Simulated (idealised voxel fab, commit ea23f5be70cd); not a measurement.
A process module follows: voxel gate over fins.
Section cut is 185 nm wide and gridded with 5 nm square cells.
For the purposes of this document, a cross-section shall be understood as a grid of square cells, specified as bands listed in top-to-bottom order, each band consisting of one or more rows of cells.
Within each band entry, the heights of the top and of the bottom of the band appear first, in that order and in nm; the materials of the band then follow from left to right, each with its corresponding width in nm. The designation "all across" on a single material indicates that it fills the band from edge to edge; the designation "empty" indicates empty space.
Height datum 0, below which the as-received substrate wafer is one material. Lowest band open at the bottom, running downward: "0 and below".
It should be noted that a width expressed as "30..40" varies in equal increments from row to row of cells within the band, taking the value of the first number at the top row and that of the second number at the bottom row.
"identical to before", as given for a step, is the statement that not any cell of the cross-section underwent a change during that step.
If an empty space has no open way to the top and is at least 8 cells in size, "Closed voids list" lists it, written width x height at distance, where distance is measured from the left edge and every value is in nm.
The remark found on a step's line after its settings is issued by the simulator itself and pertains to that step.
overlay nm: where the mask lay relative to plan, measured to the right, on steps with a mask; negatives go left.

THE FOLLOWING LIST GIVES THE PLANNED PROCESS STEPS
| 1 | RECEIVE [material Si] |
| 2 | CONFORMAL_DEP [material SiN] [thk nm 10] |
| 3 | PATTERN [tone cover] [mask id FINS] [material resist] [width nm 15] [pitch nm 45] [thk nm 15] [overlay nm 0] |
| 4 | DIRECTIONAL_ETCH [etch materials SiN] [depth nm 10] |
| 5 | DIRECTIONAL_ETCH [etch materials Si] [depth nm 35] |
| 6 | STRIP [etch materials resist] |
| 7 | OXIDIZE [depth nm 5] |
| 8 | FILL_DEP [material SiO2] [thk nm 5] |
| 9 | CMP [height nm 10] |
| 10 | SELECTIVE_ETCH [etch materials SiO2] [depth nm 25] |
| 11 | STRIP [etch materials SiN] |
| 12 | CONFORMAL_DEP [material HfO2] [thk nm 5] |
| 13 | CONFORMAL_DEP [material TiN] [thk nm 5] |
| 14 | FILL_DEP [material W] [thk nm 10] |
| 15 | CMP [height nm 15] |
| 16 | CONFORMAL_DEP [material SiCN] [thk nm 5] |

SHOWN IN CROSS-SECTION IS THE WAFER AS RECEIVED, THAT IS, AS IT STANDS AFTER STEP 1
	0 and below | Si all across
	Closed voids list: none

WAFER CROSS-SECTION AT END OF MODULE: START AND PLAN AS SHOWN ABOVE, ONE EXECUTION ERROR
	20 down to 15 | SiCN all across
	15 down to 5 | W all across
	5 down to 0 | W (60); TiN (15); W (30); TiN (15); W (65)
	0 down to -10 | W (60); TiN (5); Si (5); TiN (5); W (30); TiN (5); Si (5); TiN (5); W (65)
	-10 down to -15 | TiN (65); Si (5); TiN (40); Si (5); TiN (70)
	-15 down to -40 | SiO2 (65); Si (5); SiO2 (40); Si (5); SiO2 (70)
	-40 and below | Si all across
	Closed voids list: none
Plan not followed: step 12 of the plan got skipped, so it never ran
